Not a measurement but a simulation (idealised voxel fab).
This is a process module. Its name is voxel gate over fins.
This is section cut - it's 145 nm across, gridded in 5 nm square cells.
We lay out every cross-section as a grid of square cells and spell it out in bands from the top down, where one band means one or more rows of cells. Per band: top height and bottom height in nm, followed by the left-to-right materials and their widths in nm; "throughout" marks a single material spanning edge to edge, "air" marks empty space. Where do heights start? At 0: under that level the wafer as delivered is made of one material only. And the lowest band has no floor; it just carries on downward, as in "0 and below". Per-row width for "30->40": begins at first number (top row of band), ends at second number (bottom row), increment between rows held constant. Where the words "no modification" appear for a step, the cross-section shows no cell changed by that step; every cell remained as before. Entry "Unvented internal voids" = empty spaces >= 8 cells with no open way to the top; each as width x height at distance, distance from left edge, all nm. Step line, after settings: the simulator's comment on this step. overlay nm: right-of-plan distance of the mask on a masked step; negative values mean left-of-plan.

This section lists the process steps that were planned
step 1: RECEIVE [material Si]
step 2: CONFORMAL_DEP [material SiN] [thk nm 5]
step 3: PATTERN [tone cover] [mask id FINS] [material resist] [width nm 15] [pitch nm 50] [thk nm 15] [overlay nm 0]
step 4: DIRECTIONAL_ETCH [etch materials SiN] [depth nm 5]
step 5: DIRECTIONAL_ETCH [etch materials Si] [depth nm 40]
step 6: STRIP [etch materials resist]
step 7: FILL_DEP [material SiO2] [thk nm 15]
step 8: CMP [height nm 5]
step 9: PATTERN [tone open] [mask id RAIL] [material resist] [width nm 15] [thk nm 15] [overlay nm 0]
step 10: DIRECTIONAL_ETCH [etch materials SiO2] [depth nm 40]
step 11: STRIP [etch materials resist]
step 12: CONFORMAL_DEP [material TiN] [thk nm 5]
step 13: FILL_DEP [material Ru] [thk nm 5]
step 14: CMP [height nm 5]
step 15: SELECTIVE_ETCH [etch materials W Ru TiN] [depth nm 20]
step 16: FILL_DEP [material SiO2] [thk nm 5]
step 17: CMP [height nm 5]
step 18: SELECTIVE_ETCH [etch materials SiO2] [depth nm 15]
step 19: STRIP [etch materials SiN]
step 20: CONFORMAL_DEP [material HfO2] [thk nm 5]
step 21: CONFORMAL_DEP [material TiN] [thk nm 5]
step 22: CONFORMAL_DEP [material TiAl] [thk nm 5]
step 23: CONFORMAL_DEP [material TiN] [thk nm 5]
step 24: FILL_DEP [material W] [thk nm 15]
step 25: CMP [height nm 30]
step 26: CONFORMAL_DEP [material SiN] [thk nm 10]

Shown in cross-section is the wafer as received, that is, as it stands after step 1
> 0 and below = Si throughout
> Unvented internal voids: none

First wafer of two, sectioned at end of module; run went per plan
> 40 down to 30 = SiN throughout
> 30 down to 20 = W throughout
> 20 down to 15 = TiN throughout
> 15 down to 10 = 45 nm TiAl; 5 nm TiN; 45 nm TiAl; 5 nm TiN; 45 nm TiAl
> 10 down to 5 = 5 nm TiAl; 35 nm TiN; 5 nm TiAl; 5 nm TiN; 5 nm TiAl; 35 nm TiN; 5 nm TiAl; 5 nm TiN; 5 nm TiAl; 35 nm TiN; 5 nm TiAl
> 5 down to 0 = 5 nm TiAl; 5 nm TiN; 25 nm HfO2; 5 nm TiN; 15 nm TiAl; 5 nm TiN; 25 nm HfO2; 5 nm TiN; 15 nm TiAl; 5 nm TiN; 25 nm HfO2; 5 nm TiN; 5 nm TiAl
> 0 down to -5 = 10 nm TiN; 5 nm HfO2; 15 nm Si; 5 nm HfO2; 25 nm TiN; 5 nm HfO2; 15 nm Si; 5 nm HfO2; 25 nm TiN; 5 nm HfO2; 15 nm Si; 5 nm HfO2; 10 nm TiN
> -5 down to -10 = 15 nm HfO2; 15 nm Si; 35 nm HfO2; 15 nm Si; 35 nm HfO2; 15 nm Si; 15 nm HfO2
> -10 down to -15 = 15 nm SiO2; 15 nm Si; 35 nm SiO2; 15 nm Si; 35 nm SiO2; 15 nm Si; 15 nm SiO2
> -15 down to -30 = 15 nm SiO2; 15 nm Si; 10 nm SiO2; 5 nm TiN; 5 nm Ru; 5 nm TiN; 10 nm SiO2; 15 nm Si; 35 nm SiO2; 15 nm Si; 15 nm SiO2
> -30 down to -35 = 15 nm SiO2; 15 nm Si; 10 nm SiO2; 15 nm TiN; 10 nm SiO2; 15 nm Si; 35 nm SiO2; 15 nm Si; 15 nm SiO2
> -35 down to -40 = 15 nm SiO2; 15 nm Si; 35 nm SiO2; 15 nm Si; 35 nm SiO2; 15 nm Si; 15 nm SiO2
> -40 and below = Si throughout
> Unvented internal voids: none

Cross-section at end of module for the second wafer of two, which matched the first in starting point and plan and differed by one mistake in its processing
> 40 down to 30 = SiN throughout
> 30 down to 20 = W throughout
> 20 down to 15 = TiN throughout
> 15 down to 10 = 45 nm TiAl; 5 nm TiN; 45 nm TiAl; 5 nm TiN; 45 nm TiAl
> 10 down to 5 = 5 nm TiAl; 35 nm TiN; 5 nm TiAl; 5 nm TiN; 5 nm TiAl; 35 nm TiN; 5 nm TiAl; 5 nm TiN; 5 nm TiAl; 35 nm TiN; 5 nm TiAl
> 5 down to 0 = 5 nm TiAl; 5 nm TiN; 25 nm HfO2; 5 nm TiN; 15 nm TiAl; 5 nm TiN; 25 nm HfO2; 5 nm TiN; 15 nm TiAl; 5 nm TiN; 25 nm HfO2; 5 nm TiN; 5 nm TiAl
> 0 down to -5 = 10 nm TiN; 5 nm HfO2; 15 nm Si; 5 nm HfO2; 25 nm TiN; 5 nm HfO2; 15 nm Si; 5 nm HfO2; 25 nm TiN; 5 nm HfO2; 15 nm Si; 5 nm HfO2; 10 nm TiN
> -5 down to -10 = 15 nm HfO2; 15 nm Si; 35 nm HfO2; 15 nm Si; 35 nm HfO2; 15 nm Si; 15 nm HfO2
> -10 down to -15 = 15 nm SiO2; 15 nm Si; 35 nm SiO2; 15 nm Si; 35 nm SiO2; 15 nm Si; 15 nm SiO2
> -15 down to -30 = 15 nm SiO2; 15 nm Si; 15 nm SiO2; 5 nm TiN; 5 nm Ru; 5 nm TiN; 5 nm SiO2; 15 nm Si; 35 nm SiO2; 15 nm Si; 15 nm SiO2
> -30 down to -35 = 15 nm SiO2; 15 nm Si; 15 nm SiO2; 15 nm TiN; 5 nm SiO2; 15 nm Si; 35 nm SiO2; 15 nm Si; 15 nm SiO2
> -35 down to -40 = 15 nm SiO2; 15 nm Si; 35 nm SiO2; 15 nm Si; 35 nm SiO2; 15 nm Si; 15 nm SiO2
> -40 and below = Si throughout
> Unvented internal voids: none
Nonconformance to the process plan: it should be noted that step 9 was executed with settings other than those planned, the operation and settings actually applied being PATTERN [tone open] [mask id RAIL] [material resist] [width nm 15] [thk nm 15] [overlay nm 5]
At the close, every material occupies the same number of cells on the second wafer as on the first, only in different positions.
